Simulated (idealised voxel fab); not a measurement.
process module | voxel double patterning
cross-section cut | 155 nm wide | cells 5 nm
A cross-section is a grid of square cells, given in bands from the top down. A band is one or more rows of cells.
Each band's line starts with the height of the band's top and of its bottom, in nm. Then come its materials from left to right, each with its width in nm. One material with "throughout" fills the band from edge to edge. "air" is empty space.
Height 0 is the level under which the wafer as received is all one material. The lowest band goes on downwards, as in "0 down".
A width such as "30 to 40" changes by the same amount from each row of cells to the next, from the band's top row to its bottom row.
"no change" after a step means that no cell of the cross-section changed.
closed voids: empty space of 8 cells or more with no open way to the top, each as width x height at its distance from the left edge, in nm
after a step's settings: what the simulator itself notes on the step
overlay nm, on a step with a mask: how far to the right of its planned place the mask lay; to the left if negative
plan
1 op RECEIVE | material Si
2 op CONFORMAL_DEP | material SiO2 | thk nm 10
3 op DIRECTIONAL_DEP | material polySi | thk nm 15
4 op DIRECTIONAL_DEP | material SiCN | thk nm 10
5 op MASKED_ETCH | tone open | mask id FIRST | width nm 15 | pitch nm 50 | etch materials SiCN | depth nm 10 | overlay nm 0
6 op MASKED_ETCH | tone open | mask id SECOND | width nm 15 | pitch nm 50 | etch materials SiCN | depth nm 10 | overlay nm 0
7 op DIRECTIONAL_ETCH | etch materials polySi | depth nm 15
8 op STRIP | etch materials SiCN
first wafer, as planned
as received, after step 1
  0 down: Si throughout
  closed voids: none
after step 2
  10 to 0: SiO2 throughout
  below 0: unchanged
after step 3
  25 to 10: polySi throughout
  below 10: unchanged
after step 4
  35 to 25: SiCN throughout
  below 25: unchanged
after step 5
  35 to 25: SiCN 20 | air 15 | SiCN 35 | air 15 | SiCN 35 | air 15 | SiCN 20
  below 25: unchanged
after step 6
  35 to 25: SiCN 20 | air 15 | SiCN 10 | air 15 | SiCN 10 | air 15 | SiCN 10 | air 15 | SiCN 10 | air 15 | SiCN 20
  below 25: unchanged
after step 7
  35 to 25: SiCN 20 | air 15 | SiCN 10 | air 15 | SiCN 10 | air 15 | SiCN 10 | air 15 | SiCN 10 | air 15 | SiCN 20
  25 to 10: polySi 20 | air 15 | polySi 10 | air 15 | polySi 10 | air 15 | polySi 10 | air 15 | polySi 10 | air 15 | polySi 20
  below 10: unchanged
after step 8
  25 to 10: polySi 20 | air 15 | polySi 10 | air 15 | polySi 10 | air 15 | polySi 10 | air 15 | polySi 10 | air 15 | polySi 20
  below 10: unchanged
second wafer: like start, like plan, one mistake. Through step 4 it matches the first wafer
when step 5 should have ended
  35 to 25: SiCN 15 | air 25 | SiCN 25 | air 25 | SiCN 25 | air 25 | SiCN 15
  below 25: unchanged
when step 6 should have ended
  35 to 25: SiCN 15 | air 25 | SiCN 5 | air 15 | SiCN 5 | air 25 | SiCN 5 | air 15 | SiCN 5 | air 25 | SiCN 15
  below 25: unchanged
when step 7 should have ended
  35 to 25: SiCN 15 | air 25 | SiCN 5 | air 15 | SiCN 5 | air 25 | SiCN 5 | air 15 | SiCN 5 | air 25 | SiCN 15
  25 to 10: polySi 15 | air 25 | polySi 5 | air 15 | polySi 5 | air 25 | polySi 5 | air 15 | polySi 5 | air 25 | polySi 15
  below 10: unchanged
when step 8 should have ended
  25 to 10: polySi 15 | air 25 | polySi 5 | air 15 | polySi 5 | air 25 | polySi 5 | air 15 | polySi 5 | air 25 | polySi 15
  below 10: unchanged
what went wrong: step 5 ran as: op MASKED_ETCH | tone open | mask id FIRST | width nm 25 | pitch nm 50 | etch materials SiCN | depth nm 10 | overlay nm 0
at the end the second wafer has, in cells: 18 fewer of polySi
